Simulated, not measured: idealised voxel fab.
Proc. module: voxel capacitor over wiring
Section shown: cut. Width: 290 nm. Cell size: 5 nm, square.
Throughout this document, each cross-section is represented as a grid of square cells and is presented as a sequence of bands enumerated from the top downward, where a band comprises one or more rows of cells.
Band entry format. Leading values: height of top, height of bottom, nm. Remainder: materials in left-to-right order, each with its width in nm. Special words: "all across" on a single material, which then fills the band edge to edge; "blank", empty space.
Counting heights begins at 0, where everything beneath is, in the wafer as received, one material. The lowest band has no bottom; it goes on downwards, as "top 0, no bottom" shows.
Per-row width for "30 to 40": begins at first number (top row of band), ends at second number (bottom row), increment between rows held constant.
The designation "left unchanged", where it is given for a processing step, indicates that no cell of the cross-section was altered in the course of that step.
Reported under the label "Voids, enclosed" are the empty spaces having no open way to the top and comprising 8 cells or more; the notation for each is width x height at distance, in which the distance is measured from the left edge and all three values are in nm.
Heads up: the bit after the settings on a step's line is the simulator's remark on that step.
"overlay nm" answers the question of how far to the right of plan the mask lay on a step that has a mask, and when it is negative the answer is to the left.

-- So here's the lineup of process steps we planned
1: op RECEIVE | material Si
2: op CONFORMAL_DEP | material SiO2 | thk nm 15
3: op DIRECTIONAL_DEP | material TiN | thk nm 5
4: op DIRECTIONAL_DEP | material W | thk nm 25
5: op DIRECTIONAL_DEP | material aC | thk nm 15
6: op PATTERN | tone cover | mask id METAL_1 | material resist | width nm 30 | pitch nm 90 | thk nm 30 | overlay nm 0
7: op DIRECTIONAL_ETCH | etch materials aC | depth nm 15
8: op STRIP | etch materials resist
9: op DIRECTIONAL_ETCH | etch materials W | depth nm 25
10: op DIRECTIONAL_ETCH | etch materials TiN | depth nm 5
11: op STRIP | etch materials aC
12: op FILL_DEP | material SiO2 | thk nm 5
13: op CMP | height nm 45
14: op CONFORMAL_DEP | material SiCN | thk nm 5
15: op DIRECTIONAL_DEP | material lowk | thk nm 20
16: op MASKED_ETCH | tone open | mask id PLUG_1 | width nm 15 | etch materials lowk | depth nm 20 | overlay nm 0
17: op MASKED_ETCH | tone open | mask id PLUG_1 | width nm 15 | etch materials SiCN | depth nm 5 | overlay nm 0
18: op CONFORMAL_DEP | material TiN | thk nm 5
19: op FILL_DEP | material W | thk nm 10
20: op CMP | height nm 70
21: op DIRECTIONAL_DEP | material TiN | thk nm 10
22: op DIRECTIONAL_DEP | material Al2O3 | thk nm 5
23: op DIRECTIONAL_DEP | material TiN | thk nm 10
24: op DIRECTIONAL_DEP | material aC | thk nm 15
25: op PATTERN | tone cover | mask id UPPER_PLATE | material resist | width nm 65 | thk nm 35 | overlay nm 0
26: op DIRECTIONAL_ETCH | etch materials aC | depth nm 15
27: op STRIP | etch materials resist
28: op DIRECTIONAL_ETCH | etch materials TiN | depth nm 10
29: op DIRECTIONAL_ETCH | etch materials Al2O3 | depth nm 5
30: op STRIP | etch materials aC
31: op PATTERN | tone cover | mask id LOWER_PLATE | material resist | width nm 75 | thk nm 15 | overlay nm 0
32: op DIRECTIONAL_ETCH | etch materials TiN | depth nm 10
33: op STRIP | etch materials resist
34: op FILL_DEP | material SiO2 | thk nm 15
35: op CMP | height nm 105
36: op MASKED_ETCH | tone open | mask id PLUG_2 | width nm 15 | etch materials SiO2 | depth nm 10 | overlay nm 0
37: op CONFORMAL_DEP | material TiN | thk nm 5
38: op FILL_DEP | material Cu | thk nm 5
39: op CMP | height nm 105
40: op CONFORMAL_DEP | material SiCN | thk nm 5

-- The first of two wafers, run as planned

-- Received-state cross-section, reflecting completion of step 1
- top 0, no bottom | Si all across
- Voids, enclosed: none

-- How the wafer stands in section after step 2
- top 15, bottom 0 | SiO2 all across
- Below a height of 0, the structure has not been altered.

-- How the wafer stands in section after step 3
- top 20, bottom 15 | TiN all across
- Below a height of 15, the structure has not been altered.

-- How the wafer stands in section after step 4
- top 45, bottom 20 | W all across
- Below a height of 20, the structure has not been altered.

-- How the wafer stands in section after step 5
- top 60, bottom 45 | aC all across
- Below a height of 45, the structure has not been altered.

-- How the wafer stands in section after step 6
- top 90, bottom 60 | blank: 85, resist: 30, blank: 60, resist: 30, blank: 85
- Below a height of 60, the structure has not been altered.

-- How the wafer stands in section after step 7
- top 75, bottom 60 | blank: 85, resist: 30, blank: 60, resist: 30, blank: 85
- top 60, bottom 45 | blank: 85, aC: 30, blank: 60, aC: 30, blank: 85
- Below a height of 45, the structure has not been altered.

-- How the wafer stands in section after step 8
- top 60, bottom 45 | blank: 85, aC: 30, blank: 60, aC: 30, blank: 85
- Below a height of 45, the structure has not been altered.

-- How the wafer stands in section after step 9
- top 60, bottom 45 | blank: 85, aC: 30, blank: 60, aC: 30, blank: 85
- top 45, bottom 20 | blank: 85, W: 30, blank: 60, W: 30, blank: 85
- Below a height of 20, the structure has not been altered.

-- How the wafer stands in section after step 10
- top 60, bottom 45 | blank: 85, aC: 30, blank: 60, aC: 30, blank: 85
- top 45, bottom 20 | blank: 85, W: 30, blank: 60, W: 30, blank: 85
- top 20, bottom 15 | blank: 85, TiN: 30, blank: 60, TiN: 30, blank: 85
- Below a height of 15, the structure has not been altered.

-- How the wafer stands in section after step 11
- top 45, bottom 20 | blank: 85, W: 30, blank: 60, W: 30, blank: 85
- Below a height of 20, the structure has not been altered.

-- How the wafer stands in section after step 12
- top 50, bottom 45 | SiO2 all across
- top 45, bottom 20 | SiO2: 85, W: 30, SiO2: 60, W: 30, SiO2: 85
- top 20, bottom 15 | SiO2: 85, TiN: 30, SiO2: 60, TiN: 30, SiO2: 85
- Below a height of 15, the structure has not been altered.

-- How the wafer stands in section after step 13
- top 45, bottom 20 | SiO2: 85, W: 30, SiO2: 60, W: 30, SiO2: 85
- Below a height of 20, the structure has not been altered.

-- How the wafer stands in section after step 14
- top 50, bottom 45 | SiCN all across
- Below a height of 45, the structure has not been altered.

-- How the wafer stands in section after step 15
- top 70, bottom 50 | lowk all across
- Below a height of 50, the structure has not been altered.

-- How the wafer stands in section after step 16
- top 70, bottom 50 | lowk: 100, blank: 15, lowk: 175
- Below a height of 50, the structure has not been altered.

-- How the wafer stands in section after step 17
- top 70, bottom 50 | lowk: 100, blank: 15, lowk: 175
- top 50, bottom 45 | SiCN: 100, blank: 15, SiCN: 175
- Below a height of 45, the structure has not been altered.

-- How the wafer stands in section after step 18
- top 75, bottom 70 | TiN: 105, blank: 5, TiN: 180
- top 70, bottom 50 | lowk: 100, TiN: 5, blank: 5, TiN: 5, lowk: 175
- top 50, bottom 45 | SiCN: 100, TiN: 15, SiCN: 175
- Below a height of 45, the structure has not been altered.

-- How the wafer stands in section after step 19
- top 85, bottom 75 | W all across
- top 75, bottom 70 | TiN: 105, W: 5, TiN: 180
- top 70, bottom 50 | lowk: 100, TiN: 5, W: 5, TiN: 5, lowk: 175
- Below a height of 50, the structure has not been altered.

-- How the wafer stands in section after step 20
- top 70, bottom 50 | lowk: 100, TiN: 5, W: 5, TiN: 5, lowk: 175
- Below a height of 50, the structure has not been altered.

-- How the wafer stands in section after step 21
- top 80, bottom 70 | TiN all across
- Below a height of 70, the structure has not been altered.

-- How the wafer stands in section after step 22
- top 85, bottom 80 | Al2O3 all across
- Below a height of 80, the structure has not been altered.

-- How the wafer stands in section after step 23
- top 95, bottom 85 | TiN all across
- Below a height of 85, the structure has not been altered.

-- How the wafer stands in section after step 24
- top 110, bottom 95 | aC all across
- Below a height of 95, the structure has not been altered.

-- How the wafer stands in section after step 25
- top 145, bottom 110 | blank: 100, resist: 65, blank: 125
- Below a height of 110, the structure has not been altered.

-- How the wafer stands in section after step 26
- top 130, bottom 110 | blank: 100, resist: 65, blank: 125
- top 110, bottom 95 | blank: 100, aC: 65, blank: 125
- Below a height of 95, the structure has not been altered.

-- How the wafer stands in section after step 27
- top 110, bottom 95 | blank: 100, aC: 65, blank: 125
- Below a height of 95, the structure has not been altered.

-- How the wafer stands in section after step 28
- top 110, bottom 95 | blank: 100, aC: 65, blank: 125
- top 95, bottom 85 | blank: 100, TiN: 65, blank: 125
- Below a height of 85, the structure has not been altered.

-- How the wafer stands in section after step 29
- top 110, bottom 95 | blank: 100, aC: 65, blank: 125
- top 95, bottom 85 | blank: 100, TiN: 65, blank: 125
- top 85, bottom 80 | blank: 100, Al2O3: 65, blank: 125
- Below a height of 80, the structure has not been altered.

-- How the wafer stands in section after step 30
- top 95, bottom 85 | blank: 100, TiN: 65, blank: 125
- Below a height of 85, the structure has not been altered.

-- How the wafer stands in section after step 31
- top 110, bottom 95 | blank: 95, resist: 75, blank: 120
- top 95, bottom 85 | blank: 95, resist: 5, TiN: 65, resist: 5, blank: 120
- top 85, bottom 80 | blank: 95, resist: 5, Al2O3: 65, resist: 5, blank: 120
- Below a height of 80, the structure has not been altered.

-- How the wafer stands in section after step 32
- top 110, bottom 95 | blank: 95, resist: 75, blank: 120
- top 95, bottom 85 | blank: 95, resist: 5, TiN: 65, resist: 5, blank: 120
- top 85, bottom 80 | blank: 95, resist: 5, Al2O3: 65, resist: 5, blank: 120
- top 80, bottom 70 | blank: 95, TiN: 75, blank: 120
- Below a height of 70, the structure has not been altered.

-- How the wafer stands in section after step 33
- top 95, bottom 85 | blank: 100, TiN: 65, blank: 125
- top 85, bottom 80 | blank: 100, Al2O3: 65, blank: 125
- Below a height of 80, the structure has not been altered.

-- How the wafer stands in section after step 34
- top 110, bottom 95 | SiO2 all across
- top 95, bottom 85 | SiO2: 100, TiN: 65, SiO2: 125
- top 85, bottom 80 | SiO2: 100, Al2O3: 65, SiO2: 125
- top 80, bottom 70 | SiO2: 95, TiN: 75, SiO2: 120
- Below a height of 70, the structure has not been altered.

-- How the wafer stands in section after step 35
- top 105, bottom 95 | SiO2 all across
- Below a height of 95, the structure has not been altered.

-- How the wafer stands in section after step 36
- top 105, bottom 95 | SiO2: 110, blank: 15, SiO2: 165
- Below a height of 95, the structure has not been altered.

-- How the wafer stands in section after step 37
- top 110, bottom 105 | TiN: 115, blank: 5, TiN: 170
- top 105, bottom 100 | SiO2: 110, TiN: 5, blank: 5, TiN: 5, SiO2: 165
- top 100, bottom 95 | SiO2: 110, TiN: 15, SiO2: 165
- Below a height of 95, the structure has not been altered.

-- How the wafer stands in section after step 38
- top 115, bottom 110 | Cu all across
- top 110, bottom 105 | TiN: 115, Cu: 5, TiN: 170
- top 105, bottom 100 | SiO2: 110, TiN: 5, Cu: 5, TiN: 5, SiO2: 165
- Below a height of 100, the structure has not been altered.

-- How the wafer stands in section after step 39
- top 105, bottom 100 | SiO2: 110, TiN: 5, Cu: 5, TiN: 5, SiO2: 165
- Below a height of 100, the structure has not been altered.

-- How the wafer stands in section after step 40
- top 110, bottom 105 | SiCN all across
- Below a height of 105, the structure has not been altered.

-- Wafer two of two - same starting point, same process plan, one mistake in execution; matches wafer one up to and including step 20

-- Cross-sectional representation of the second wafer at the time designated in the plan for the completion of step 21
- top 80, bottom 70 | Al2O3 all across
- Below a height of 70, the structure has not been altered.

-- Cross-sectional representation of the second wafer at the time designated in the plan for the completion of step 22
- top 85, bottom 70 | Al2O3 all across
- Below a height of 70, the structure has not been altered.

-- Cross-sectional representation of the second wafer at the time designated in the plan for the completion of step 23
- top 95, bottom 85 | TiN all across
- Below a height of 85, the structure has not been altered.

-- Cross-sectional representation of the second wafer at the time designated in the plan for the completion of step 24
- top 110, bottom 95 | aC all across
- Below a height of 95, the structure has not been altered.

-- Cross-sectional representation of the second wafer at the time designated in the plan for the completion of step 25
- top 145, bottom 110 | blank: 100, resist: 65, blank: 125
- Below a height of 110, the structure has not been altered.

-- Cross-sectional representation of the second wafer at the time designated in the plan for the completion of step 26
- top 130, bottom 110 | blank: 100, resist: 65, blank: 125
- top 110, bottom 95 | blank: 100, aC: 65, blank: 125
- Below a height of 95, the structure has not been altered.

-- Cross-sectional representation of the second wafer at the time designated in the plan for the completion of step 27
- top 110, bottom 95 | blank: 100, aC: 65, blank: 125
- Below a height of 95, the structure has not been altered.

-- Cross-sectional representation of the second wafer at the time designated in the plan for the completion of step 28
- top 110, bottom 95 | blank: 100, aC: 65, blank: 125
- top 95, bottom 85 | blank: 100, TiN: 65, blank: 125
- Below a height of 85, the structure has not been altered.

-- Cross-sectional representation of the second wafer at the time designated in the plan for the completion of step 29
- top 110, bottom 95 | blank: 100, aC: 65, blank: 125
- top 95, bottom 85 | blank: 100, TiN: 65, blank: 125
- top 85, bottom 80 | blank: 100, Al2O3: 65, blank: 125
- Below a height of 80, the structure has not been altered.

-- Cross-sectional representation of the second wafer at the time designated in the plan for the completion of step 30
- top 95, bottom 85 | blank: 100, TiN: 65, blank: 125
- Below a height of 85, the structure has not been altered.

-- Cross-sectional representation of the second wafer at the time designated in the plan for the completion of step 31
- top 110, bottom 95 | blank: 95, resist: 75, blank: 120
- top 95, bottom 85 | blank: 95, resist: 5, TiN: 65, resist: 5, blank: 120
- top 85, bottom 80 | blank: 95, resist: 5, Al2O3: 65, resist: 5, blank: 120
- Below a height of 80, the structure has not been altered.

Cross-sectional representation of the second wafer at the time designated in the plan for the completion of step 32: left unchanged

-- Cross-sectional representation of the second wafer at the time designated in the plan for the completion of step 33
- top 95, bottom 85 | blank: 100, TiN: 65, blank: 125
- top 85, bottom 80 | blank: 100, Al2O3: 65, blank: 125
- Below a height of 80, the structure has not been altered.

-- Cross-sectional representation of the second wafer at the time designated in the plan for the completion of step 34
- top 110, bottom 95 | SiO2 all across
- top 95, bottom 85 | SiO2: 100, TiN: 65, SiO2: 125
- top 85, bottom 80 | SiO2: 100, Al2O3: 65, SiO2: 125
- Below a height of 80, the structure has not been altered.

-- Cross-sectional representation of the second wafer at the time designated in the plan for the completion of step 35
- top 105, bottom 95 | SiO2 all across
- Below a height of 95, the structure has not been altered.

-- Cross-sectional representation of the second wafer at the time designated in the plan for the completion of step 36
- top 105, bottom 95 | SiO2: 110, blank: 15, SiO2: 165
- Below a height of 95, the structure has not been altered.

-- Cross-sectional representation of the second wafer at the time designated in the plan for the completion of step 37
- top 110, bottom 105 | TiN: 115, blank: 5, TiN: 170
- top 105, bottom 100 | SiO2: 110, TiN: 5, blank: 5, TiN: 5, SiO2: 165
- top 100, bottom 95 | SiO2: 110, TiN: 15, SiO2: 165
- Below a height of 95, the structure has not been altered.

-- Cross-sectional representation of the second wafer at the time designated in the plan for the completion of step 38
- top 115, bottom 110 | Cu all across
- top 110, bottom 105 | TiN: 115, Cu: 5, TiN: 170
- top 105, bottom 100 | SiO2: 110, TiN: 5, Cu: 5, TiN: 5, SiO2: 165
- Below a height of 100, the structure has not been altered.

-- Cross-sectional representation of the second wafer at the time designated in the plan for the completion of step 39
- top 105, bottom 100 | SiO2: 110, TiN: 5, Cu: 5, TiN: 5, SiO2: 165
- Below a height of 100, the structure has not been altered.

-- Cross-sectional representation of the second wafer at the time designated in the plan for the completion of step 40
- top 110, bottom 105 | SiCN all across
- Below a height of 105, the structure has not been altered.
The mistake made against the process plan was this: note that step 21 departed from the planned setting and was carried out as op DIRECTIONAL_DEP | material Al2O3 | thk nm 10
Upon completion, the second wafer contains, in terms of cells, a greater or smaller amount of certain materials than the first wafer: 116 more of Al2O3 | 86 fewer of SiO2 | 30 fewer of TiN
